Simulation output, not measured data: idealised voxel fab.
process module | voxel transistor to metal
cross-section cut | 165 nm wide | cells 5 nm
A cross-section is a grid of square cells, given in bands from the top down. A band is one or more rows of cells.
Each band's line starts with the height of the band's top and of its bottom, in nm. Then come its materials from left to right, each with its width in nm. One material with "throughout" fills the band from edge to edge. "air" is empty space.
Height 0 is the level under which the wafer as received is all one material. The lowest band goes on downwards, as in "0 down".
A width such as "30 to 40" changes by the same amount from each row of cells to the next, from the band's top row to its bottom row.
"no change" after a step means that no cell of the cross-section changed.
closed voids: empty space of 8 cells or more with no open way to the top, each as width x height at its distance from the left edge, in nm
after a step's settings: what the simulator itself notes on the step
overlay nm, on a step with a mask: how far to the right of its planned place the mask lay; to the left if negative
plan
1 op RECEIVE | material Si
2 op OXIDIZE | depth nm 5
3 op CONFORMAL_DEP | material SiN | thk nm 15
4 op DIRECTIONAL_DEP | material aC | thk nm 10
5 op PATTERN | tone cover | mask id ACTIVE | material resist | width nm 115 | thk nm 30 | overlay nm 0
6 op DIRECTIONAL_ETCH | etch materials aC | depth nm 10
7 op STRIP | etch materials resist
8 op DIRECTIONAL_ETCH | etch materials SiN | depth nm 15
9 op DIRECTIONAL_ETCH | etch materials SiO2 | depth nm 5
10 op DIRECTIONAL_ETCH | etch materials Si | depth nm 20
11 op STRIP | etch materials aC
12 op OXIDIZE | depth nm 5
13 op FILL_DEP | material SiO2 | thk nm 15
14 op CMP | height nm 15
15 op SELECTIVE_ETCH | etch materials SiO2 | depth nm 10
16 op STRIP | etch materials SiN
17 op SELECTIVE_ETCH | etch materials SiO2 | depth nm 5
18 op OXIDIZE | depth nm 5
19 op DIRECTIONAL_DEP | material polySi | thk nm 20
20 op DIRECTIONAL_DEP | material SiCN | thk nm 15
21 op MASKED_ETCH | tone cover | mask id GATE | width nm 25 | etch materials SiCN | depth nm 25 | overlay nm 0
22 op MASKED_ETCH | tone cover | mask id GATE | width nm 25 | etch materials polySi | depth nm 30 | overlay nm 0
23 op CONFORMAL_DEP | material SiO2 | thk nm 5
24 op DIRECTIONAL_ETCH | etch materials SiO2 | depth nm 5
25 op CONFORMAL_DEP | material SiN | thk nm 5
26 op DIRECTIONAL_ETCH | etch materials SiN | depth nm 5
27 op DIRECTIONAL_ETCH | etch materials SiO2 | depth nm 5
28 op DIRECTIONAL_ETCH | etch materials Si | depth nm 5
29 op EPI | material SiGe | thk nm 10
30 op FILL_DEP | material SiO2 | thk nm 5
31 op CMP | height nm 15
32 op STRIP | etch materials polySi
33 op SELECTIVE_ETCH | etch materials SiO2 | depth nm 5
34 op CONFORMAL_DEP | material HfO2 | thk nm 5
35 op CONFORMAL_DEP | material TiN | thk nm 5
36 op FILL_DEP | material W | thk nm 5
37 op CMP | height nm 10
38 op DIRECTIONAL_DEP | material SiO2 | thk nm 15
39 op PATTERN | tone open | mask id CONTACT | material resist | width nm 15 | pitch nm 80 | thk nm 15 | overlay nm 0
40 op DIRECTIONAL_ETCH | etch materials SiO2 | depth nm 30
41 op STRIP | etch materials resist
42 op CONFORMAL_DEP | material TiN | thk nm 5
43 op FILL_DEP | material Ru | thk nm 5
44 op CMP | height nm 25
45 op DIRECTIONAL_DEP | material TiN | thk nm 5
46 op DIRECTIONAL_DEP | material Ru | thk nm 15
47 op MASKED_ETCH | tone cover | mask id METAL_1 | width nm 15 | pitch nm 80 | etch materials Ru | depth nm 15 | overlay nm 0
48 op MASKED_ETCH | tone cover | mask id METAL_1 | width nm 15 | pitch nm 80 | etch materials TiN | depth nm 5 | overlay nm 0
49 op CONFORMAL_DEP | material SiN | thk nm 5
50 op FILL_DEP | material SiO2 | thk nm 5
51 op CMP | height nm 45
52 op CONFORMAL_DEP | material SiCN | thk nm 5
53 op DIRECTIONAL_DEP | material SiO2 | thk nm 35
54 op PATTERN | tone open | mask id METAL_2 | material resist | width nm 15 | pitch nm 80 | thk nm 20 | overlay nm 0
55 op DIRECTIONAL_ETCH | etch materials SiO2 | depth nm 20
56 op STRIP | etch materials resist
57 op PATTERN | tone open | mask id METAL_2_HOLES | material resist | width nm 15 | pitch nm 80 | thk nm 15 | overlay nm 0
58 op DIRECTIONAL_ETCH | etch materials SiO2 | depth nm 15
59 op DIRECTIONAL_ETCH | etch materials SiCN | depth nm 5
60 op STRIP | etch materials resist
61 op CONFORMAL_DEP | material TiN | thk nm 5
62 op FILL_DEP | material Cu | thk nm 5
63 op CMP | height nm 85
64 op CONFORMAL_DEP | material SiCN | thk nm 5
as received, after step 1
  0 down: Si throughout
  closed voids: none
first wafer at the end, as planned
  90 to 85: SiCN throughout
  85 to 50: SiO2 35 | TiN 5 | Cu 5 | TiN 5 | SiO2 65 | TiN 5 | Cu 5 | TiN 5 | SiO2 35
  50 to 45: SiCN 35 | TiN 15 | SiCN 65 | TiN 15 | SiCN 35
  45 to 30: SiO2 30 | SiN 5 | Ru 15 | SiN 5 | SiO2 55 | SiN 5 | Ru 15 | SiN 5 | SiO2 30
  30 to 25: SiN 35 | TiN 15 | SiN 65 | TiN 15 | SiN 35
  25 to 10: SiO2 35 | TiN 5 | Ru 5 | TiN 5 | SiO2 65 | TiN 5 | Ru 5 | TiN 5 | SiO2 35
  10 to 0: SiO2 35 | TiN 5 | Ru 5 | TiN 5 | SiO2 10 | SiN 5 | HfO2 5 | TiN 5 | W 15 | TiN 5 | HfO2 5 | SiN 5 | SiO2 10 | TiN 5 | Ru 5 | TiN 5 | SiO2 35
  0 to -5: SiO2 25 | SiN 5 | SiO2 5 | TiN 15 | SiGe 10 | SiN 5 | HfO2 5 | TiN 25 | HfO2 5 | SiN 5 | SiGe 10 | TiN 15 | SiO2 5 | SiN 5 | SiO2 25
  -5 to -10: SiO2 30 | SiGe 30 | SiO2 5 | HfO2 35 | SiO2 5 | SiGe 30 | SiO2 30
  -10 to -15: SiO2 30 | SiGe 30 | Si 45 | SiGe 30 | SiO2 30
  -15 to -30: SiO2 30 | Si 105 | SiO2 30
  -30 down: Si throughout
  closed voids: none
second wafer at the end: like start, like plan, one mistake
  90 to 85: SiCN throughout
  85 to 50: SiO2 35 | TiN 5 | Cu 5 | TiN 5 | SiO2 65 | TiN 5 | Cu 5 | TiN 5 | SiO2 35
  50 to 45: SiCN 35 | TiN 15 | SiCN 65 | TiN 15 | SiCN 35
  45 to 30: SiO2 30 | SiN 5 | Ru 15 | SiN 5 | SiO2 55 | SiN 5 | Ru 15 | SiN 5 | SiO2 30
  30 to 25: SiN 35 | TiN 15 | SiN 65 | TiN 15 | SiN 35
  25 to 10: SiO2 35 | TiN 5 | Ru 5 | TiN 5 | SiO2 65 | TiN 5 | Ru 5 | TiN 5 | SiO2 35
  10 to 0: SiO2 35 | TiN 5 | Ru 5 | TiN 5 | SiO2 10 | SiN 5 | HfO2 5 | TiN 5 | W 15 | TiN 5 | HfO2 5 | SiN 5 | SiO2 10 | TiN 5 | Ru 5 | TiN 5 | SiO2 35
  0 to -5: SiO2 25 | SiN 5 | SiO2 5 | TiN 15 | SiGe 10 | SiN 5 | HfO2 5 | TiN 25 | HfO2 5 | SiN 5 | SiGe 10 | TiN 15 | SiO2 5 | SiN 5 | SiO2 25
  -5 to -10: SiO2 50 | SiGe 10 | SiO2 5 | HfO2 35 | SiO2 5 | SiGe 10 | SiO2 50
  -10 to -15: SiO2 50 | SiGe 10 | Si 45 | SiGe 10 | SiO2 50
  -15 to -25: SiO2 30 | SiGe 30 | Si 45 | SiGe 30 | SiO2 30
  -25 to -30: SiO2 30 | Si 105 | SiO2 30
  -30 down: Si throughout
  closed voids: none
what went wrong: step 28 ran as: op DIRECTIONAL_ETCH | etch materials Si | depth nm 15
at the end the second wafer has, in cells: 24 fewer of Si | 8 more of SiGe | 16 more of SiO2
